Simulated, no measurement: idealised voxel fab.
The following is a process module called voxel wiring stack.
295 nm wide, 5 nm square cells: that's cross-section cut.
Cross-section format: a grid of square cells, given as bands from top to bottom; each band is one or more rows of cells.
Quick guide to a band line: top height, bottom height (nm) up front; then every material left to right with its width in nm. Only one material and it's marked "all across"? Then it fills the band edge to edge. And "air" just means empty space.
Heights are measured from 0, the level below which the as-received wafer is all one material; the lowest band has no bottom and continues downward, written as in "0..down".
The width entry "30->40" should be interpreted row by row: the top row of cells in the band takes the first number, the bottom row takes the second number, and the change between adjacent rows is uniform throughout.
Basically "no change" means that step didn't change any cell in the cross-section.
So "Enclosed cavities" is basically the list of trapped voids: any empty space of 8 cells or more that can't reach the top through an opening. They're written width x height at distance, the distance being from the left edge, and it's all nm.
Step line, after settings: the simulator's comment on this step.
Regarding "overlay nm": on a step with a mask, it is the distance the mask lay to the right of its planned place; a negative value places it to the left.
**Planned step list for the process**
- 1: op RECEIVE | material Si
- 2: op CONFORMAL_DEP | material SiO2 | thk nm 10
- 3: op DIRECTIONAL_DEP | material TiN | thk nm 5
- 4: op DIRECTIONAL_DEP | material Ru | thk nm 20
- 5: op MASKED_ETCH | tone cover | mask id METAL_1 | width nm 30 | pitch nm 50 | etch materials Ru | depth nm 20 | overlay nm 0
- 6: op MASKED_ETCH | tone cover | mask id METAL_1 | width nm 30 | pitch nm 50 | etch materials TiN | depth nm 5 | overlay nm 0
- 7: op FILL_DEP | material SiO2 | thk nm 5
- 8: op CMP | height nm 35
- 9: op CONFORMAL_DEP | material SiCN | thk nm 5
- 10: op DIRECTIONAL_DEP | material lowk | thk nm 25
- 11: op MASKED_ETCH | tone open | mask id METAL_2_HOLES | width nm 15 | pitch nm 50 | etch materials lowk | depth nm 25 | overlay nm 0
- 12: op MASKED_ETCH | tone open | mask id METAL_2 | width nm 30 | pitch nm 50 | etch materials lowk | depth nm 15 | overlay nm 0
- 13: op MASKED_ETCH | tone open | mask id METAL_2 | width nm 30 | pitch nm 50 | etch materials SiCN | depth nm 5 | overlay nm 0
- 14: op CONFORMAL_DEP | material TiN | thk nm 5
- 15: op FILL_DEP | material Ru | thk nm 5
- 16: op CMP | height nm 65
- 17: op CONFORMAL_DEP | material SiCN | thk nm 5
- 18: op DIRECTIONAL_DEP | material SiO2 | thk nm 10
- 19: op MASKED_ETCH | tone open | mask id PLUG_2 | width nm 15 | pitch nm 100 | etch materials SiO2 | depth nm 10 | overlay nm 0
- 20: op MASKED_ETCH | tone open | mask id PLUG_2 | width nm 15 | pitch nm 100 | etch materials SiCN | depth nm 5 | overlay nm 0
- 21: op EPI | material Ru | thk nm 10
- 22: op EPI | material Ru | thk nm 5
- 23: op DIRECTIONAL_DEP | material TiN | thk nm 5
- 24: op DIRECTIONAL_DEP | material W | thk nm 25
- 25: op MASKED_ETCH | tone cover | mask id METAL_3 | width nm 30 | pitch nm 50 | etch materials W | depth nm 25 | overlay nm 0
- 26: op MASKED_ETCH | tone cover | mask id METAL_3 | width nm 30 | pitch nm 50 | etch materials TiN | depth nm 5 | overlay nm 0
- 27: op CONFORMAL_DEP | material SiCN | thk nm 5
- 28: op FILL_DEP | material lowk | thk nm 5
- 29: op CMP | height nm 110
- 30: op CONFORMAL_DEP | material SiCN | thk nm 5
- 31: op DIRECTIONAL_DEP | material SiO2 | thk nm 25
- 32: op DIRECTIONAL_DEP | material aC | thk nm 10
- 33: op PATTERN | tone open | mask id METAL_4 | material resist | width nm 30 | pitch nm 50 | thk nm 25 | overlay nm 0
- 34: op DIRECTIONAL_ETCH | etch materials aC | depth nm 10
- 35: op STRIP | etch materials resist
- 36: op DIRECTIONAL_ETCH | etch materials SiO2 | depth nm 15
- 37: op STRIP | etch materials aC
- 38: op MASKED_ETCH | tone open | mask id METAL_4_HOLES | width nm 15 | pitch nm 50 | etch materials SiO2 | depth nm 10 | overlay nm 0
- 39: op MASKED_ETCH | tone open | mask id METAL_4_HOLES | width nm 15 | pitch nm 50 | etch materials SiCN | depth nm 5 | overlay nm 0
- 40: op CONFORMAL_DEP | material TiN | thk nm 5
- 41: op FILL_DEP | material Cu | thk nm 10
- 42: op CMP | height nm 140
- 43: op CONFORMAL_DEP | material SiN | thk nm 5
**This is the cross-section of the wafer as we received it, i.e. after step 1**
  0..down: Si all across
  Enclosed cavities: none
**The module was run from the start shown above using the plan shown above, but one mistake was made doing it; the resulting wafer cross-section is below**
  145..140: SiN all across
  140..130: 55 SiO2 / 5 TiN / 20 Cu / 5 TiN / 20 SiO2 / 5 TiN / 20 Cu / 5 TiN / 20 SiO2 / 5 TiN / 20 Cu / 5 TiN / 20 SiO2 / 5 TiN / 20 Cu / 5 TiN / 60 SiO2
  130..125: 55 SiO2 / 5 TiN / 5 Cu / 20 TiN / 20 SiO2 / 5 TiN / 5 Cu / 20 TiN / 20 SiO2 / 5 TiN / 5 Cu / 20 TiN / 20 SiO2 / 5 TiN / 5 Cu / 20 TiN / 60 SiO2
  125..115: 55 SiO2 / 5 TiN / 5 Cu / 5 TiN / 35 SiO2 / 5 TiN / 5 Cu / 5 TiN / 35 SiO2 / 5 TiN / 5 Cu / 5 TiN / 35 SiO2 / 5 TiN / 5 Cu / 5 TiN / 75 SiO2
  115..110: 55 SiCN / 15 TiN / 35 SiCN / 15 TiN / 35 SiCN / 15 TiN / 35 SiCN / 15 TiN / 75 SiCN
  110..105: 50 lowk / 5 SiCN / 15 W / 5 SiCN / 75 lowk / 5 SiCN / 15 W / 5 SiCN / 120 lowk
  105..100: 50 lowk / 5 SiCN / 15 W / 20 SiCN / 10 lowk / 40 SiCN / 10 lowk / 5 SiCN / 15 W / 20 SiCN / 10 lowk / 40 SiCN / 55 lowk
  100..85: 50 lowk / 5 SiCN / 30 W / 5 SiCN / 10 lowk / 5 SiCN / 30 W / 5 SiCN / 10 lowk / 5 SiCN / 30 W / 5 SiCN / 10 lowk / 5 SiCN / 30 W / 5 SiCN / 55 lowk
  85..80: 50 lowk / 5 SiCN / 15 TiN / 15 W / 5 SiCN / 10 lowk / 5 SiCN / 30 W / 5 SiCN / 10 lowk / 5 SiCN / 15 TiN / 15 W / 5 SiCN / 10 lowk / 5 SiCN / 30 W / 5 SiCN / 55 lowk
  80..75: 50 lowk / 5 SiCN / 15 SiO2 / 15 W / 5 SiCN / 10 lowk / 5 SiCN / 30 W / 5 SiCN / 10 lowk / 5 SiCN / 15 SiO2 / 15 W / 5 SiCN / 10 lowk / 5 SiCN / 30 W / 5 SiCN / 55 lowk
  75..70: 55 SiCN / 15 SiO2 / 15 TiN / 20 SiCN / 30 TiN / 20 SiCN / 15 SiO2 / 15 TiN / 20 SiCN / 30 TiN / 60 SiCN
  70..65: SiCN all across
  65..55: 55 lowk / 5 TiN / 20 Ru / 5 TiN / 20 lowk / 5 TiN / 20 Ru / 5 TiN / 20 lowk / 5 TiN / 20 Ru / 5 TiN / 20 lowk / 5 TiN / 20 Ru / 5 TiN / 60 lowk
  55..50: 55 lowk / 5 TiN / 5 Ru / 20 TiN / 20 lowk / 5 TiN / 5 Ru / 20 TiN / 20 lowk / 5 TiN / 5 Ru / 20 TiN / 20 lowk / 5 TiN / 5 Ru / 20 TiN / 60 lowk
  50..40: 55 lowk / 5 TiN / 5 Ru / 5 TiN / 35 lowk / 5 TiN / 5 Ru / 5 TiN / 35 lowk / 5 TiN / 5 Ru / 5 TiN / 35 lowk / 5 TiN / 5 Ru / 5 TiN / 75 lowk
  40..35: 55 SiCN / 15 TiN / 35 SiCN / 15 TiN / 35 SiCN / 15 TiN / 35 SiCN / 15 TiN / 75 SiCN
  35..15: 55 SiO2 / 30 Ru / 20 SiO2 / 30 Ru / 20 SiO2 / 30 Ru / 20 SiO2 / 30 Ru / 60 SiO2
  15..10: 55 SiO2 / 30 TiN / 20 SiO2 / 30 TiN / 20 SiO2 / 30 TiN / 20 SiO2 / 30 TiN / 60 SiO2
  10..0: SiO2 all across
  0..down: Si all across
  Enclosed cavities: none
Deviation from plan: for step 19, the planned setting was not used; the step was instead run as op MASKED_ETCH | tone cover | mask id PLUG_2 | width nm 15 | pitch nm 100 | etch materials SiO2 | depth nm 10 | overlay nm 0
